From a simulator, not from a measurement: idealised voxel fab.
process module | voxel wiring stack
cross-section cut | 255 nm wide | cells 5 nm
A cross-section is a grid of square cells, given in bands from the top down. A band is one or more rows of cells.
Each band's line starts with the height of the band's top and of its bottom, in nm. Then come its materials from left to right, each with its width in nm. One material with "throughout" fills the band from edge to edge. "air" is empty space.
Height 0 is the level under which the wafer as received is all one material. The lowest band goes on downwards, as in "0 down".
A width such as "30 to 40" changes by the same amount from each row of cells to the next, from the band's top row to its bottom row.
"no change" after a step means that no cell of the cross-section changed.
closed voids: empty space of 8 cells or more with no open way to the top, each as width x height at its distance from the left edge, in nm
after a step's settings: what the simulator itself notes on the step
overlay nm, on a step with a mask: how far to the right of its planned place the mask lay; to the left if negative
plan
1 op RECEIVE | material Si
2 op CONFORMAL_DEP | material SiO2 | thk nm 10
3 op DIRECTIONAL_DEP | material TiN | thk nm 5
4 op DIRECTIONAL_DEP | material Ru | thk nm 25
5 op PATTERN | tone cover | mask id METAL_1 | material resist | width nm 25 | pitch nm 55 | thk nm 15 | overlay nm 0
6 op DIRECTIONAL_ETCH | etch materials Ru | depth nm 25
7 op DIRECTIONAL_ETCH | etch materials TiN | depth nm 5
8 op STRIP | etch materials resist
9 op FILL_DEP | material SiO2 | thk nm 5
10 op CMP | height nm 40
11 op CONFORMAL_DEP | material SiCN | thk nm 5
12 op DIRECTIONAL_DEP | material lowk | thk nm 20
13 op MASKED_ETCH | tone open | mask id PLUG_1 | width nm 15 | pitch nm 55 | etch materials lowk | depth nm 20 | overlay nm 0
14 op MASKED_ETCH | tone open | mask id PLUG_1 | width nm 15 | pitch nm 55 | etch materials SiCN | depth nm 5 | overlay nm 0
15 op CONFORMAL_DEP | material TiN | thk nm 5
16 op FILL_DEP | material W | thk nm 5
17 op CMP | height nm 65
18 op CONFORMAL_DEP | material SiN | thk nm 5
19 op DIRECTIONAL_DEP | material lowk | thk nm 20
20 op MASKED_ETCH | tone open | mask id METAL_2 | width nm 25 | pitch nm 55 | etch materials lowk | depth nm 20 | overlay nm 0
21 op MASKED_ETCH | tone open | mask id METAL_2 | width nm 25 | pitch nm 55 | etch materials SiN | depth nm 5 | overlay nm 0
22 op CONFORMAL_DEP | material TiN | thk nm 5
23 op FILL_DEP | material Cu | thk nm 10
24 op CMP | height nm 90
25 op CONFORMAL_DEP | material SiCN | thk nm 5
first wafer, as planned
as received, after step 1
  0 down: Si throughout
  closed voids: none
after step 2
  10 to 0: SiO2 throughout
  below 0: unchanged
after step 3
  15 to 10: TiN throughout
  below 10: unchanged
after step 4
  40 to 15: Ru throughout
  below 15: unchanged
after step 5
  55 to 40: air 30 | resist 25 | air 30 | resist 25 | air 30 | resist 25 | air 30 | resist 25 | air 35
  below 40: unchanged
after step 6
  55 to 40: air 30 | resist 25 | air 30 | resist 25 | air 30 | resist 25 | air 30 | resist 25 | air 35
  40 to 15: air 30 | Ru 25 | air 30 | Ru 25 | air 30 | Ru 25 | air 30 | Ru 25 | air 35
  below 15: unchanged
after step 7
  55 to 40: air 30 | resist 25 | air 30 | resist 25 | air 30 | resist 25 | air 30 | resist 25 | air 35
  40 to 15: air 30 | Ru 25 | air 30 | Ru 25 | air 30 | Ru 25 | air 30 | Ru 25 | air 35
  15 to 10: air 30 | TiN 25 | air 30 | TiN 25 | air 30 | TiN 25 | air 30 | TiN 25 | air 35
  below 10: unchanged
after step 8
  40 to 15: air 30 | Ru 25 | air 30 | Ru 25 | air 30 | Ru 25 | air 30 | Ru 25 | air 35
  below 15: unchanged
after step 9
  45 to 40: SiO2 throughout
  40 to 15: SiO2 30 | Ru 25 | SiO2 30 | Ru 25 | SiO2 30 | Ru 25 | SiO2 30 | Ru 25 | SiO2 35
  15 to 10: SiO2 30 | TiN 25 | SiO2 30 | TiN 25 | SiO2 30 | TiN 25 | SiO2 30 | TiN 25 | SiO2 35
  below 10: unchanged
after step 10
  40 to 15: SiO2 30 | Ru 25 | SiO2 30 | Ru 25 | SiO2 30 | Ru 25 | SiO2 30 | Ru 25 | SiO2 35
  below 15: unchanged
after step 11
  45 to 40: SiCN throughout
  below 40: unchanged
after step 12
  65 to 45: lowk throughout
  below 45: unchanged
after step 13
  65 to 45: lowk 30 | air 15 | lowk 40 | air 15 | lowk 40 | air 15 | lowk 40 | air 15 | lowk 45
  below 45: unchanged
after step 14
  65 to 45: lowk 30 | air 15 | lowk 40 | air 15 | lowk 40 | air 15 | lowk 40 | air 15 | lowk 45
  45 to 40: SiCN 30 | air 15 | SiCN 40 | air 15 | SiCN 40 | air 15 | SiCN 40 | air 15 | SiCN 45
  below 40: unchanged
after step 15
  70 to 65: TiN 35 | air 5 | TiN 50 | air 5 | TiN 50 | air 5 | TiN 50 | air 5 | TiN 50
  65 to 45: lowk 30 | TiN 5 | air 5 | TiN 5 | lowk 40 | TiN 5 | air 5 | TiN 5 | lowk 40 | TiN 5 | air 5 | TiN 5 | lowk 40 | TiN 5 | air 5 | TiN 5 | lowk 45
  45 to 40: SiCN 30 | TiN 15 | SiCN 40 | TiN 15 | SiCN 40 | TiN 15 | SiCN 40 | TiN 15 | SiCN 45
  below 40: unchanged
after step 16
  75 to 70: W throughout
  70 to 65: TiN 35 | W 5 | TiN 50 | W 5 | TiN 50 | W 5 | TiN 50 | W 5 | TiN 50
  65 to 45: lowk 30 | TiN 5 | W 5 | TiN 5 | lowk 40 | TiN 5 | W 5 | TiN 5 | lowk 40 | TiN 5 | W 5 | TiN 5 | lowk 40 | TiN 5 | W 5 | TiN 5 | lowk 45
  below 45: unchanged
after step 17
  65 to 45: lowk 30 | TiN 5 | W 5 | TiN 5 | lowk 40 | TiN 5 | W 5 | TiN 5 | lowk 40 | TiN 5 | W 5 | TiN 5 | lowk 40 | TiN 5 | W 5 | TiN 5 | lowk 45
  below 45: unchanged
after step 18
  70 to 65: SiN throughout
  below 65: unchanged
after step 19
  90 to 70: lowk throughout
  below 70: unchanged
after step 20
  90 to 70: lowk 30 | air 25 | lowk 30 | air 25 | lowk 30 | air 25 | lowk 30 | air 25 | lowk 35
  below 70: unchanged
after step 21
  90 to 70: lowk 30 | air 25 | lowk 30 | air 25 | lowk 30 | air 25 | lowk 30 | air 25 | lowk 35
  70 to 65: SiN 30 | air 25 | SiN 30 | air 25 | SiN 30 | air 25 | SiN 30 | air 25 | SiN 35
  below 65: unchanged
after step 22
  95 to 90: TiN 35 | air 15 | TiN 40 | air 15 | TiN 40 | air 15 | TiN 40 | air 15 | TiN 40
  90 to 70: lowk 30 | TiN 5 | air 15 | TiN 5 | lowk 30 | TiN 5 | air 15 | TiN 5 | lowk 30 | TiN 5 | air 15 | TiN 5 | lowk 30 | TiN 5 | air 15 | TiN 5 | lowk 35
  70 to 65: SiN 30 | TiN 25 | SiN 30 | TiN 25 | SiN 30 | TiN 25 | SiN 30 | TiN 25 | SiN 35
  below 65: unchanged
after step 23
  105 to 95: Cu throughout
  95 to 90: TiN 35 | Cu 15 | TiN 40 | Cu 15 | TiN 40 | Cu 15 | TiN 40 | Cu 15 | TiN 40
  90 to 70: lowk 30 | TiN 5 | Cu 15 | TiN 5 | lowk 30 | TiN 5 | Cu 15 | TiN 5 | lowk 30 | TiN 5 | Cu 15 | TiN 5 | lowk 30 | TiN 5 | Cu 15 | TiN 5 | lowk 35
  below 70: unchanged
after step 24
  90 to 70: lowk 30 | TiN 5 | Cu 15 | TiN 5 | lowk 30 | TiN 5 | Cu 15 | TiN 5 | lowk 30 | TiN 5 | Cu 15 | TiN 5 | lowk 30 | TiN 5 | Cu 15 | TiN 5 | lowk 35
  below 70: unchanged
after step 25
  95 to 90: SiCN throughout
  below 90: unchanged
second wafer: like start, like plan, one mistake. Through step 20 it matches the first wafer
when step 21 should have ended
  90 to 70: lowk 30 | air 25 | lowk 30 | air 25 | lowk 30 | air 25 | lowk 30 | air 25 | lowk 35
  70 to 65: SiN 30 | air 20 | SiN 35 | air 20 | SiN 35 | air 20 | SiN 35 | air 20 | SiN 40
  below 65: unchanged
when step 22 should have ended
  95 to 90: TiN 35 | air 15 | TiN 40 | air 15 | TiN 40 | air 15 | TiN 40 | air 15 | TiN 40
  90 to 75: lowk 30 | TiN 5 | air 15 | TiN 5 | lowk 30 | TiN 5 | air 15 | TiN 5 | lowk 30 | TiN 5 | air 15 | TiN 5 | lowk 30 | TiN 5 | air 15 | TiN 5 | lowk 35
  75 to 70: lowk 30 | TiN 5 | air 10 | TiN 10 | lowk 30 | TiN 5 | air 10 | TiN 10 | lowk 30 | TiN 5 | air 10 | TiN 10 | lowk 30 | TiN 5 | air 10 | TiN 10 | lowk 35
  70 to 65: SiN 30 | TiN 20 | SiN 35 | TiN 20 | SiN 35 | TiN 20 | SiN 35 | TiN 20 | SiN 40
  below 65: unchanged
when step 23 should have ended
  105 to 95: Cu throughout
  95 to 90: TiN 35 | Cu 15 | TiN 40 | Cu 15 | TiN 40 | Cu 15 | TiN 40 | Cu 15 | TiN 40
  90 to 75: lowk 30 | TiN 5 | Cu 15 | TiN 5 | lowk 30 | TiN 5 | Cu 15 | TiN 5 | lowk 30 | TiN 5 | Cu 15 | TiN 5 | lowk 30 | TiN 5 | Cu 15 | TiN 5 | lowk 35
  75 to 70: lowk 30 | TiN 5 | Cu 10 | TiN 10 | lowk 30 | TiN 5 | Cu 10 | TiN 10 | lowk 30 | TiN 5 | Cu 10 | TiN 10 | lowk 30 | TiN 5 | Cu 10 | TiN 10 | lowk 35
  below 70: unchanged
when step 24 should have ended
  90 to 75: lowk 30 | TiN 5 | Cu 15 | TiN 5 | lowk 30 | TiN 5 | Cu 15 | TiN 5 | lowk 30 | TiN 5 | Cu 15 | TiN 5 | lowk 30 | TiN 5 | Cu 15 | TiN 5 | lowk 35
  below 75: unchanged
when step 25 should have ended
  95 to 90: SiCN throughout
  below 90: unchanged
what went wrong: step 21 ran as: op MASKED_ETCH | tone open | mask id METAL_2 | width nm 25 | pitch nm 55 | etch materials SiN | depth nm 5 | overlay nm -5
at the end the second wafer has, in cells: 4 fewer of Cu | 4 more of SiN
